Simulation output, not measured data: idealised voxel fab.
Process module, titled voxel transistor to metal
FYI the section here is cut, 290 nm wide, cells are 5 nm squares.
A cross-section is a grid of square cells, given in bands from the top down. A band is one or more rows of cells. In this notation a band is specified by the heights of its top and bottom, in that order and in nm, after which its materials appear from left to right, each paired with its width in nm. The word "all across" attached to a single material means that material fills the band from edge to edge; the word "air" stands for empty space. Zero point of the height axis is 0; under it, received wafer = one material. Lowest band: continues down indefinitely, "top 0, no bottom". The two numbers in a width such as "30..40" mark its ends across the band: the first belongs to the top row of cells, the second to the bottom row, and from each row to the next the width moves by the same amount. Where a step carries "remains unaltered", the cross-section came out of it unchanged, cell for cell. Closed-off voids of 8+ cells (no open route to the top) go in "Closed void roster", written width x height at distance from the left edge, in nm. On each step's line, the part that comes after the settings is the simulator's own comment on the step. overlay nm: for a step with a mask, the amount by which the mask lay right of where it was planned; a negative amount means left of it.

LISTED BELOW ARE THE PROCESS STEPS AS PLANNED
| 1 | RECEIVE [material Si] |
| 2 | OXIDIZE [depth nm 5] |
| 3 | CONFORMAL_DEP [material SiN] [thk nm 15] |
| 4 | DIRECTIONAL_DEP [material aC] [thk nm 15] |
| 5 | PATTERN [tone cover] [mask id ACTIVE] [material resist] [width nm 105] [pitch nm 125] [thk nm 30] [overlay nm 0] |
| 6 | DIRECTIONAL_ETCH [etch materials aC] [depth nm 15] |
| 7 | STRIP [etch materials resist] |
| 8 | DIRECTIONAL_ETCH [etch materials SiN] [depth nm 15] |
| 9 | DIRECTIONAL_ETCH [etch materials SiO2] [depth nm 5] |
| 10 | DIRECTIONAL_ETCH [etch materials Si] [depth nm 25] |
| 11 | STRIP [etch materials aC] |
| 12 | OXIDIZE [depth nm 5] |
| 13 | FILL_DEP [material SiO2] [thk nm 10] |
| 14 | CMP [height nm 15] |
| 15 | SELECTIVE_ETCH [etch materials SiO2] [depth nm 15] |
| 16 | STRIP [etch materials SiN] |
| 17 | SELECTIVE_ETCH [etch materials SiO2] [depth nm 5] |
| 18 | OXIDIZE [depth nm 5] |
| 19 | DIRECTIONAL_DEP [material polySi] [thk nm 20] |
| 20 | DIRECTIONAL_DEP [material SiCN] [thk nm 10] |
| 21 | MASKED_ETCH [tone cover] [mask id GATE] [width nm 25] [pitch nm 125] [etch materials SiCN] [depth nm 20] [overlay nm 0] |
| 22 | MASKED_ETCH [tone cover] [mask id GATE] [width nm 25] [pitch nm 125] [etch materials polySi] [depth nm 30] [overlay nm 0] |
| 23 | CONFORMAL_DEP [material SiO2] [thk nm 5] |
| 24 | DIRECTIONAL_ETCH [etch materials SiO2] [depth nm 5] |
| 25 | CONFORMAL_DEP [material SiN] [thk nm 10] |
| 26 | DIRECTIONAL_ETCH [etch materials SiN] [depth nm 10] |
| 27 | DIRECTIONAL_ETCH [etch materials SiO2] [depth nm 5] |
| 28 | DIRECTIONAL_ETCH [etch materials Si] [depth nm 15] |
| 29 | EPI [material nSi] [thk nm 20] |
| 30 | FILL_DEP [material SiO2] [thk nm 10] |
| 31 | CMP [height nm 25] |
| 32 | DIRECTIONAL_DEP [material SiO2] [thk nm 15] |
| 33 | MASKED_ETCH [tone open] [mask id CONTACT] [width nm 20] [etch materials SiO2] [depth nm 30] [overlay nm 0] |
| 34 | CONFORMAL_DEP [material TiN] [thk nm 5] |
| 35 | FILL_DEP [material Ru] [thk nm 5] |
| 36 | CMP [height nm 40] |
| 37 | CONFORMAL_DEP [material SiCN] [thk nm 5] |
| 38 | DIRECTIONAL_DEP [material SiO2] [thk nm 25] |
| 39 | DIRECTIONAL_DEP [material aC] [thk nm 10] |
| 40 | PATTERN [tone open] [mask id METAL_1] [material resist] [width nm 20] [thk nm 30] [overlay nm 0] |
| 41 | DIRECTIONAL_ETCH [etch materials aC] [depth nm 10] |
| 42 | STRIP [etch materials resist] |
| 43 | DIRECTIONAL_ETCH [etch materials SiO2] [depth nm 25] |
| 44 | DIRECTIONAL_ETCH [etch materials SiCN] [depth nm 5] |
| 45 | STRIP [etch materials aC] |
| 46 | CONFORMAL_DEP [material TiN] [thk nm 5] |
| 47 | FILL_DEP [material Cu] [thk nm 10] |
| 48 | CMP [height nm 70] |
| 49 | CONFORMAL_DEP [material SiCN] [thk nm 5] |
| 50 | DIRECTIONAL_DEP [material SiO2] [thk nm 25] |
| 51 | PATTERN [tone open] [mask id METAL_2] [material resist] [width nm 20] [pitch nm 125] [thk nm 20] [overlay nm 0] |
| 52 | DIRECTIONAL_ETCH [etch materials SiO2] [depth nm 15] |
| 53 | STRIP [etch materials resist] |
| 54 | DIRECTIONAL_DEP [material aC] [thk nm 15] |
| 55 | PATTERN [tone open] [mask id METAL_2_HOLES] [material resist] [width nm 15] [pitch nm 125] [thk nm 30] [overlay nm 0] |
| 56 | DIRECTIONAL_ETCH [etch materials aC] [depth nm 15] |
| 57 | STRIP [etch materials resist] |
| 58 | DIRECTIONAL_ETCH [etch materials SiO2] [depth nm 10] |
| 59 | DIRECTIONAL_ETCH [etch materials SiCN] [depth nm 5] |
| 60 | STRIP [etch materials aC] |
| 61 | CONFORMAL_DEP [material TiN] [thk nm 5] |
| 62 | FILL_DEP [material Ru] [thk nm 10] |
| 63 | CMP [height nm 100] |
| 64 | CONFORMAL_DEP [material SiCN] [thk nm 5] |

CROSS-SECTION: WAFER ON ARRIVAL = AFTER STEP 1
  top 0, no bottom: Si all across
  Closed void roster: none

END-OF-MODULE CROSS-SECTION. STARTING STRUCTURE AND PROCESS PLAN AS ABOVE; ONE MISTAKE MADE IN RUNNING IT
  top 105, bottom 100: SiN all across
  top 100, bottom 90: 35 SiO2 / 5 TiN / 10 Ru / 5 TiN / 105 SiO2 / 5 TiN / 10 Ru / 5 TiN / 110 SiO2
  top 90, bottom 85: 35 SiO2 / 5 TiN / 5 Ru / 10 TiN / 105 SiO2 / 5 TiN / 5 Ru / 10 TiN / 110 SiO2
  top 85, bottom 75: 35 SiO2 / 5 TiN / 5 Ru / 5 TiN / 110 SiO2 / 5 TiN / 5 Ru / 5 TiN / 115 SiO2
  top 75, bottom 70: 35 SiCN / 15 TiN / 110 SiCN / 15 TiN / 115 SiCN
  top 70, bottom 45: 35 SiO2 / 5 TiN / 10 Cu / 5 TiN / 55 SiO2 / 5 TiN / 10 Cu / 5 TiN / 30 SiO2 / 5 TiN / 10 Cu / 5 TiN / 55 SiO2 / 5 TiN / 10 Cu / 5 TiN / 35 SiO2
  top 45, bottom 40: 35 SiCN / 20 TiN / 55 SiCN / 20 TiN / 30 SiCN / 20 TiN / 55 SiCN / 20 TiN / 35 SiCN
  top 40, bottom 25: 35 SiO2 / 5 TiN / 10 Ru / 5 TiN / 55 SiO2 / 5 TiN / 10 Ru / 5 TiN / 30 SiO2 / 5 TiN / 10 Ru / 5 TiN / 55 SiO2 / 5 TiN / 10 Ru / 5 TiN / 35 SiO2
  top 25, bottom 15: 35 SiO2 / 5 TiN / 10 Ru / 5 TiN / 10 SiN / 5 SiO2 / 25 SiCN / 5 SiO2 / 10 SiN / 5 TiN / 10 Ru / 5 TiN / 30 SiO2 / 5 TiN / 10 Ru / 5 TiN / 10 SiN / 5 SiO2 / 25 SiCN / 5 SiO2 / 10 SiN / 5 TiN / 10 Ru / 5 TiN / 35 SiO2
  top 15, bottom 10: 35 SiO2 / 20 TiN / 10 SiN / 5 SiO2 / 25 polySi / 5 SiO2 / 10 SiN / 20 TiN / 30 SiO2 / 20 TiN / 10 SiN / 5 SiO2 / 25 polySi / 5 SiO2 / 10 SiN / 20 TiN / 35 SiO2
  top 10, bottom -5: 35 SiO2 / 20 nSi / 10 SiN / 5 SiO2 / 25 polySi / 5 SiO2 / 10 SiN / 20 nSi / 30 SiO2 / 20 nSi / 10 SiN / 5 SiO2 / 25 polySi / 5 SiO2 / 10 SiN / 20 nSi / 35 SiO2
  top -5, bottom -10: 30 SiO2 / 25 nSi / 55 SiO2 / 25 nSi / 20 SiO2 / 25 nSi / 55 SiO2 / 25 nSi / 30 SiO2
  top -10, bottom -25: 35 SiO2 / 20 nSi / 55 Si / 20 nSi / 30 SiO2 / 20 nSi / 55 Si / 20 nSi / 35 SiO2
  top -25, bottom -35: 35 SiO2 / 95 Si / 30 SiO2 / 95 Si / 35 SiO2
  top -35, no bottom: Si all across
  Closed void roster: none
What broke from the plan during processing? step 64 was processed under conditions differing from the plan, specifically as CONFORMAL_DEP [material SiN] [thk nm 5]
